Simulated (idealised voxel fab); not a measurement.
Process module in this document: voxel gate over fins
Cross-section cut spans 275 nm and uses square cells 5 nm in size.
A cross-section in this document is a grid of square cells, and it is written down as bands, the top band listed before the ones below it; a band is made up of one or more rows of cells.
Basically the band line says how high the top is and how high the bottom is, in nm, and then what's in it from left to right, every material with its width in nm. Empty space shows up as "blank", and if a single material carries "full width" it runs the full band edge to edge.
It should be noted that heights are counted from 0, beneath which the wafer as supplied is of one material throughout, and that the lowest band possesses no lower boundary but continues downward, as written in "from 0 down".
With a width like "30..40", each row of cells in the band differs from the next by the same amount, the top row carrying the first number and the bottom row the second.
You'll sometimes find "no alteration" written for a step, and that's the way of saying that nowhere in the cross-section did a cell change during that step.
"Fully sealed cavities": empty spaces of 8 cells or more with no open way to the top, each given as width x height at distance, distance from the left edge, all in nm.
Where a step's line continues beyond its settings, the continuation is a remark by the simulator itself on that step.
overlay nm: mask right of planned place by this much (step with mask). Neg. = left.

### Here's what the planned process steps look like
1: RECEIVE [material Si]
2: CONFORMAL_DEP [material SiN] [thk nm 10]
3: PATTERN [tone cover] [mask id FINS] [material resist] [width nm 15] [pitch nm 50] [thk nm 15] [overlay nm 0]
4: DIRECTIONAL_ETCH [etch materials SiN] [depth nm 10]
5: DIRECTIONAL_ETCH [etch materials Si] [depth nm 40]
6: STRIP [etch materials resist]
7: OXIDIZE [depth nm 5]
8: FILL_DEP [material SiO2] [thk nm 5]
9: CMP [height nm 10]
10: DIRECTIONAL_DEP [material aC] [thk nm 10]
11: PATTERN [tone open] [mask id RAIL] [material resist] [width nm 15] [thk nm 30] [overlay nm 0]
12: DIRECTIONAL_ETCH [etch materials aC] [depth nm 10]
13: STRIP [etch materials resist]
14: DIRECTIONAL_ETCH [etch materials SiO2] [depth nm 45]
15: STRIP [etch materials aC]
16: CONFORMAL_DEP [material TiN] [thk nm 5]
17: FILL_DEP [material Ru] [thk nm 5]
18: CMP [height nm 10]
19: SELECTIVE_ETCH [etch materials W Ru TiN] [depth nm 30]
20: FILL_DEP [material SiO2] [thk nm 5]
21: CMP [height nm 10]
22: SELECTIVE_ETCH [etch materials SiO2] [depth nm 20]
23: STRIP [etch materials SiN]
24: CONFORMAL_DEP [material HfO2] [thk nm 5]
25: CONFORMAL_DEP [material TiN] [thk nm 5]
26: CONFORMAL_DEP [material TiAl] [thk nm 5]
27: CONFORMAL_DEP [material TiN] [thk nm 5]
28: FILL_DEP [material W] [thk nm 15]
29: CMP [height nm 30]
30: CONFORMAL_DEP [material SiCN] [thk nm 5]

### Cross-sectional view of the wafer in its as-received condition, corresponding to the state after step 1
from 0 down  Si full width
Fully sealed cavities: none

### First of two wafers, end-of-module section, run followed plan
from 35 to 30  SiCN full width
from 30 to 20  W full width
from 20 to 15  W (40) | TiN (45) | W (5) | TiN (45) | W (5) | TiN (45) | W (5) | TiN (45) | W (40)
from 15 to 10  W (40) | TiN (5) | TiAl (35) | TiN (5) | W (5) | TiN (5) | TiAl (35) | TiN (5) | W (5) | TiN (5) | TiAl (35) | TiN (5) | W (5) | TiN (5) | TiAl (35) | TiN (5) | W (40)
from 10 to 5  TiN (45) | TiAl (5) | TiN (25) | TiAl (5) | TiN (15) | TiAl (5) | TiN (25) | TiAl (5) | TiN (15) | TiAl (5) | TiN (25) | TiAl (5) | TiN (15) | TiAl (5) | TiN (25) | TiAl (5) | TiN (45)
from 5 to 0  TiAl (50) | TiN (5) | HfO2 (15) | TiN (5) | TiAl (25) | TiN (5) | HfO2 (15) | TiN (5) | TiAl (25) | TiN (5) | HfO2 (15) | TiN (5) | TiAl (25) | TiN (5) | HfO2 (15) | TiN (5) | TiAl (50)
from 0 to -5  TiN (55) | HfO2 (5) | Si (5) | HfO2 (5) | TiN (35) | HfO2 (5) | Si (5) | HfO2 (5) | TiN (35) | HfO2 (5) | Si (5) | HfO2 (5) | TiN (35) | HfO2 (5) | Si (5) | HfO2 (5) | TiN (55)
from -5 to -10  HfO2 (60) | Si (5) | HfO2 (45) | Si (5) | HfO2 (45) | Si (5) | HfO2 (45) | Si (5) | HfO2 (60)
from -10 to -20  SiO2 (60) | Si (5) | SiO2 (45) | Si (5) | SiO2 (45) | Si (5) | SiO2 (45) | Si (5) | SiO2 (60)
from -20 to -30  SiO2 (60) | Si (5) | SiO2 (15) | TiN (5) | Ru (5) | TiN (5) | SiO2 (15) | Si (5) | SiO2 (45) | Si (5) | SiO2 (45) | Si (5) | SiO2 (60)
from -30 to -35  SiO2 (60) | Si (5) | SiO2 (15) | TiN (15) | SiO2 (15) | Si (5) | SiO2 (45) | Si (5) | SiO2 (45) | Si (5) | SiO2 (60)
from -35 to -45  SiO2 (60) | Si (5) | SiO2 (45) | Si (5) | SiO2 (45) | Si (5) | SiO2 (45) | Si (5) | SiO2 (60)
from -45 down  Si full width
Fully sealed cavities: none

### Wafer two (of two), end-of-module cross-section: start = wafer one, plan = wafer one, one run mistake
from 35 to 30  SiCN full width
from 30 to 20  W full width
from 20 to 15  W (40) | TiN (45) | W (5) | TiN (45) | W (5) | TiN (45) | W (5) | TiN (45) | W (40)
from 15 to 10  W (40) | TiN (5) | TiAl (35) | TiN (5) | W (5) | TiN (5) | TiAl (35) | TiN (5) | W (5) | TiN (5) | TiAl (35) | TiN (5) | W (5) | TiN (5) | TiAl (35) | TiN (5) | W (40)
from 10 to 5  TiN (45) | TiAl (5) | TiN (25) | TiAl (5) | TiN (15) | TiAl (5) | TiN (25) | TiAl (5) | TiN (15) | TiAl (5) | TiN (25) | TiAl (5) | TiN (15) | TiAl (5) | TiN (25) | TiAl (5) | TiN (45)
from 5 to 0  TiAl (50) | TiN (5) | HfO2 (15) | TiN (5) | TiAl (25) | TiN (5) | HfO2 (15) | TiN (5) | TiAl (25) | TiN (5) | HfO2 (15) | TiN (5) | TiAl (25) | TiN (5) | HfO2 (15) | TiN (5) | TiAl (50)
from 0 to -5  TiN (55) | HfO2 (5) | Si (5) | HfO2 (5) | TiN (35) | HfO2 (5) | Si (5) | HfO2 (5) | TiN (35) | HfO2 (5) | Si (5) | HfO2 (5) | TiN (35) | HfO2 (5) | Si (5) | HfO2 (5) | TiN (55)
from -5 to -10  HfO2 (60) | Si (5) | HfO2 (45) | Si (5) | HfO2 (45) | Si (5) | HfO2 (45) | Si (5) | HfO2 (60)
from -10 to -20  SiO2 (60) | Si (5) | SiO2 (45) | Si (5) | SiO2 (45) | Si (5) | SiO2 (45) | Si (5) | SiO2 (60)
from -20 to -30  SiO2 (60) | Si (5) | SiO2 (15) | TiN (5) | Ru (5) | TiN (5) | SiO2 (15) | Si (5) | SiO2 (45) | Si (5) | SiO2 (45) | Si (5) | SiO2 (60)
from -30 to -35  SiO2 (60) | Si (5) | SiO2 (15) | TiN (15) | SiO2 (15) | Si (5) | SiO2 (45) | Si (5) | SiO2 (45) | Si (5) | SiO2 (60)
from -35 to -40  SiO2 (60) | Si (5) | SiO2 (45) | Si (5) | SiO2 (45) | Si (5) | SiO2 (45) | Si (5) | SiO2 (60)
from -40 down  Si full width
Fully sealed cavities: none
What broke from the plan during processing? step 5 did not happen as planned, as run it was DIRECTIONAL_ETCH [etch materials Si] [depth nm 35]
The second wafer ends with more or fewer cells of some materials than the first, per final count: +51 Si | -51 SiO2
